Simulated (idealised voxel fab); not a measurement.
voxel ribs on slabs: a process module
Cross-section cut spans 205 nm and uses square cells 5 nm in size.
Cross-section = grid of square cells, listed top down in bands; band = one or more rows.
Each band's line starts with the height of the band's top and of its bottom, in nm. Then come its materials from left to right, each with its width in nm. One material with "all across" fills the band from edge to edge. "air" is empty space.
Height datum 0, below which the as-received substrate wafer is one material. Lowest band open at the bottom, running downward: "top 0, no bottom".
Width: "30 to 40" (first number = top row, second number = bottom row, same change from row to row of cells).
"remains unaltered" for a step: no cell of the cross-section changed in that step.
"Enclosed void listing": sealed empty spaces, 8 cells or more, no open way to top, listed width x height at distance, with distance from the left edge and width, height and distance in nm.
Heads up: the bit after the settings on a step's line is the simulator's remark on that step.
Regarding "overlay nm": on a step with a mask, it is the distance the mask lay to the right of its planned place; a negative value places it to the left.
### Process steps - plan
1,op RECEIVE | material Si
2,op DIRECTIONAL_DEP | material SiO2 | thk nm 20
3,op DIRECTIONAL_DEP | material SiN | thk nm 25
4,op DIRECTIONAL_DEP | material aC | thk nm 10
5,op PATTERN | tone cover | mask id RIB | material resist | width nm 20 | thk nm 25 | overlay nm 0
6,op DIRECTIONAL_ETCH | etch materials aC | depth nm 10
7,op STRIP | etch materials resist
8,op DIRECTIONAL_ETCH | etch materials SiN | depth nm 15
9,op STRIP | etch materials aC
10,op MASKED_ETCH | tone cover | mask id SLAB | width nm 70 | etch materials SiN | depth nm 10 | overlay nm 0
11,op FILL_DEP | material SiO2 | thk nm 20
12,op CMP | height nm 55
13,op DIRECTIONAL_DEP | material TiN | thk nm 5
14,op PATTERN | tone cover | mask id HEATER | material resist | width nm 30 | thk nm 15 | overlay nm 0
15,op DIRECTIONAL_ETCH | etch materials TiN | depth nm 5
16,op STRIP | etch materials resist
17,op CONFORMAL_DEP | material SiN | thk nm 10
### This is the cross-section of the wafer as we received it, i.e. after step 1
  top 0, no bottom = Si all across
  Enclosed void listing: none
### The first of two wafers, cross-sectioned at the end of the module, with the run proceeding as planned
  top 70, bottom 65 = air 75 / SiN 50 / air 80
  top 65, bottom 60 = SiN all across
  top 60, bottom 55 = SiN 85 / TiN 30 / SiN 90
  top 55, bottom 45 = SiO2 all across
  top 45, bottom 30 = SiO2 90 / SiN 20 / SiO2 95
  top 30, bottom 20 = SiO2 65 / SiN 70 / SiO2 70
  top 20, bottom 0 = SiO2 all across
  top 0, no bottom = Si all across
  Enclosed void listing: none
### Wafer two, end of module, cross-section. Same start, same plan as wafer one. One mistake in the run
  top 70, bottom 65 = air 75 / SiN 50 / air 80
  top 65, bottom 60 = SiN all across
  top 60, bottom 55 = SiN 85 / TiN 30 / SiN 90
  top 55, bottom 40 = SiO2 all across
  top 40, bottom 30 = SiO2 65 / SiN 70 / SiO2 70
  top 30, bottom 20 = aC all across
  top 20, bottom 0 = SiO2 all across
  top 0, no bottom = Si all across
  Enclosed void listing: none
Heads up, the wafer didn't run the way we planned it: steps 3 and 4 swapped
At the finish, the second wafer shows more or fewer cells for some materials than the first does: SiN -12; SiO2 -70; aC +82
